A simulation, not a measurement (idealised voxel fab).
voxel gate over fins: a process module
Shown is cross-section cut, with a width of 180 nm and square cells of size 5 nm.
Cross-section = grid of square cells, listed top down in bands; band = one or more rows. Per band: top height and bottom height in nm, followed by the left-to-right materials and their widths in nm; "all across" marks a single material spanning edge to edge, "blank" marks empty space. It should be noted that heights are counted from 0, beneath which the wafer as supplied is of one material throughout, and that the lowest band possesses no lower boundary but continues downward, as written in "0..down". Quick explanation for "30..40": the width changes in equal steps down the rows of cells, from the first number in the band's top row to the second number in its bottom row. No cell of the cross-section changed in a step that is given as "nothing changed". The label "Closed cavity list" introduces a list of the empty spaces, 8 cells or larger, that have no open way up to the top; each entry in it reads width x height at distance, where the distance is taken from the left edge and all three are stated in nm. Read whatever lies past the settings on a step's line as the simulator's own remark about the step. For masked steps, "overlay nm" on the step line gives how far right of plan the mask actually lay; a minus sign means it lay to the left.

## The planned process steps are enumerated hereunder
1) RECEIVE with material Si
2) CONFORMAL_DEP with material SiN, thk nm 5
3) PATTERN with tone cover, mask id FINS, material resist, width nm 15, pitch nm 35, thk nm 15, overlay nm 0
4) DIRECTIONAL_ETCH with etch materials SiN, depth nm 5
5) DIRECTIONAL_ETCH with etch materials Si, depth nm 35
6) STRIP with etch materials resist
7) FILL_DEP with material SiO2, thk nm 5
8) CMP with height nm 5
9) SELECTIVE_ETCH with etch materials SiO2, depth nm 15
10) STRIP with etch materials SiN
11) CONFORMAL_DEP with material HfO2, thk nm 5
12) CONFORMAL_DEP with material TiN, thk nm 5
13) FILL_DEP with material W, thk nm 10
14) CMP with height nm 15
15) CONFORMAL_DEP with material SiN, thk nm 5

## Wafer as received: cross-section following step 1
    0..down: Si all across
    Closed cavity list: none

## Wafer cross-section at end of module: start and plan as shown above, one execution error
    20..15: SiN all across
    15..10: W all across
    10..5: TiN all across
    5..0: HfO2 (50) / TiN (5) / HfO2 (30) / TiN (5) / HfO2 (30) / TiN (5) / HfO2 (55)
    0..-5: Si (45) / HfO2 (5) / TiN (5) / HfO2 (5) / Si (20) / HfO2 (5) / TiN (5) / HfO2 (5) / Si (20) / HfO2 (5) / TiN (5) / HfO2 (5) / Si (50)
    -5..-10: Si (45) / HfO2 (15) / Si (20) / HfO2 (15) / Si (20) / HfO2 (15) / Si (50)
    -10..-35: Si (45) / SiO2 (15) / Si (20) / SiO2 (15) / Si (20) / SiO2 (15) / Si (50)
    -35..down: Si all across
    Closed cavity list: none
So what did we get wrong on this run? step 3 ran as: PATTERN with tone open, mask id FINS, material resist, width nm 15, pitch nm 35, thk nm 15, overlay nm 0
